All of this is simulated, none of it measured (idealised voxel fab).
process module | voxel gate over fins
cross-section cut | 280 nm wide | cells 5 nm
A cross-section is a grid of square cells, given in bands from the top down. A band is one or more rows of cells.
Each band's line starts with the height of the band's top and of its bottom, in nm. Then come its materials from left to right, each with its width in nm. One material with "throughout" fills the band from edge to edge. "air" is empty space.
Height 0 is the level under which the wafer as received is all one material. The lowest band goes on downwards, as in "0 down".
A width such as "30 to 40" changes by the same amount from each row of cells to the next, from the band's top row to its bottom row.
"no change" after a step means that no cell of the cross-section changed.
closed voids: empty space of 8 cells or more with no open way to the top, each as width x height at its distance from the left edge, in nm
after a step's settings: what the simulator itself notes on the step
overlay nm, on a step with a mask: how far to the right of its planned place the mask lay; to the left if negative
plan
1 op RECEIVE | material Si
2 op CONFORMAL_DEP | material SiN | thk nm 10
3 op PATTERN | tone cover | mask id FINS | material resist | width nm 15 | pitch nm 45 | thk nm 20 | overlay nm 0
4 op DIRECTIONAL_ETCH | etch materials SiN | depth nm 10
5 op DIRECTIONAL_ETCH | etch materials Si | depth nm 35
6 op STRIP | etch materials resist
7 op OXIDIZE | depth nm 5
8 op FILL_DEP | material SiO2 | thk nm 10
9 op CMP | height nm 10
10 op SELECTIVE_ETCH | etch materials SiO2 | depth nm 20
11 op STRIP | etch materials SiN
12 op CONFORMAL_DEP | material HfO2 | thk nm 5
13 op CONFORMAL_DEP | material TiN | thk nm 5
14 op CONFORMAL_DEP | material TiAl | thk nm 5
15 op CONFORMAL_DEP | material TiN | thk nm 5
16 op FILL_DEP | material W | thk nm 10
17 op CMP | height nm 25
18 op CONFORMAL_DEP | material SiN | thk nm 10
first wafer, as planned
as received, after step 1
  0 down: Si throughout
  closed voids: none
after step 2
  10 to 0: SiN throughout
  below 0: unchanged
after step 3
  30 to 10: air 110 | resist 15 | air 30 | resist 15 | air 110
  below 10: unchanged
after step 4
  30 to 10: air 110 | resist 15 | air 30 | resist 15 | air 110
  10 to 0: air 110 | SiN 15 | air 30 | SiN 15 | air 110
  below 0: unchanged
after step 5
  30 to 10: air 110 | resist 15 | air 30 | resist 15 | air 110
  10 to 0: air 110 | SiN 15 | air 30 | SiN 15 | air 110
  0 to -35: air 110 | Si 15 | air 30 | Si 15 | air 110
  below -35: unchanged
after step 6
  10 to 0: air 110 | SiN 15 | air 30 | SiN 15 | air 110
  below 0: unchanged
after step 7
  10 to 0: air 110 | SiN 15 | air 30 | SiN 15 | air 110
  0 to -35: air 110 | SiO2 5 | Si 5 | SiO2 5 | air 30 | SiO2 5 | Si 5 | SiO2 5 | air 110
  -35 to -40: SiO2 115 | Si 5 | SiO2 40 | Si 5 | SiO2 115
  below -40: unchanged
after step 8
  20 to 10: SiO2 throughout
  10 to 0: SiO2 110 | SiN 15 | SiO2 30 | SiN 15 | SiO2 110
  0 to -40: SiO2 115 | Si 5 | SiO2 40 | Si 5 | SiO2 115
  below -40: unchanged
after step 9
  10 to 0: SiO2 110 | SiN 15 | SiO2 30 | SiN 15 | SiO2 110
  below 0: unchanged
after step 10
  10 to 0: air 110 | SiN 15 | air 30 | SiN 15 | air 110
  0 to -10: air 115 | Si 5 | air 40 | Si 5 | air 115
  below -10: unchanged
after step 11
  0 to -10: air 115 | Si 5 | air 40 | Si 5 | air 115
  below -10: unchanged
after step 12
  5 to 0: air 110 | HfO2 15 | air 30 | HfO2 15 | air 110
  0 to -5: air 110 | HfO2 5 | Si 5 | HfO2 5 | air 30 | HfO2 5 | Si 5 | HfO2 5 | air 110
  -5 to -10: HfO2 115 | Si 5 | HfO2 40 | Si 5 | HfO2 115
  below -10: unchanged
after step 13
  10 to 5: air 105 | TiN 25 | air 20 | TiN 25 | air 105
  5 to 0: air 105 | TiN 5 | HfO2 15 | TiN 5 | air 20 | TiN 5 | HfO2 15 | TiN 5 | air 105
  0 to -5: TiN 110 | HfO2 5 | Si 5 | HfO2 5 | TiN 30 | HfO2 5 | Si 5 | HfO2 5 | TiN 110
  below -5: unchanged
after step 14
  15 to 10: air 100 | TiAl 35 | air 10 | TiAl 35 | air 100
  10 to 5: air 100 | TiAl 5 | TiN 25 | TiAl 5 | air 10 | TiAl 5 | TiN 25 | TiAl 5 | air 100
  5 to 0: TiAl 105 | TiN 5 | HfO2 15 | TiN 5 | TiAl 20 | TiN 5 | HfO2 15 | TiN 5 | TiAl 105
  below 0: unchanged
after step 15
  20 to 15: air 95 | TiN 90 | air 95
  15 to 10: air 95 | TiN 5 | TiAl 35 | TiN 10 | TiAl 35 | TiN 5 | air 95
  10 to 5: TiN 100 | TiAl 5 | TiN 25 | TiAl 5 | TiN 10 | TiAl 5 | TiN 25 | TiAl 5 | TiN 100
  below 5: unchanged
after step 16
  30 to 20: W throughout
  20 to 15: W 95 | TiN 90 | W 95
  15 to 10: W 95 | TiN 5 | TiAl 35 | TiN 10 | TiAl 35 | TiN 5 | W 95
  below 10: unchanged
after step 17
  25 to 20: W throughout
  below 20: unchanged
after step 18
  35 to 25: SiN throughout
  below 25: unchanged
second wafer: like start, like plan, one mistake. Through step 13 it matches the first wafer
when step 14 should have ended
  15 to 5: air 100 | TiN 35 | air 10 | TiN 35 | air 100
  5 to 0: TiN 110 | HfO2 15 | TiN 30 | HfO2 15 | TiN 110
  below 0: unchanged
when step 15 should have ended
  20 to 15: air 95 | TiAl 90 | air 95
  15 to 10: air 95 | TiAl 5 | TiN 35 | TiAl 10 | TiN 35 | TiAl 5 | air 95
  10 to 5: TiAl 100 | TiN 35 | TiAl 10 | TiN 35 | TiAl 100
  below 5: unchanged
when step 16 should have ended
  30 to 20: W throughout
  20 to 15: W 95 | TiAl 90 | W 95
  15 to 10: W 95 | TiAl 5 | TiN 35 | TiAl 10 | TiN 35 | TiAl 5 | W 95
  below 10: unchanged
when step 17 should have ended
  25 to 20: W throughout
  below 20: unchanged
when step 18 should have ended
  35 to 25: SiN throughout
  below 25: unchanged
what went wrong: steps 14 and 15 were swapped
at the end the second wafer has, in cells: as many of each material as the first, in other places
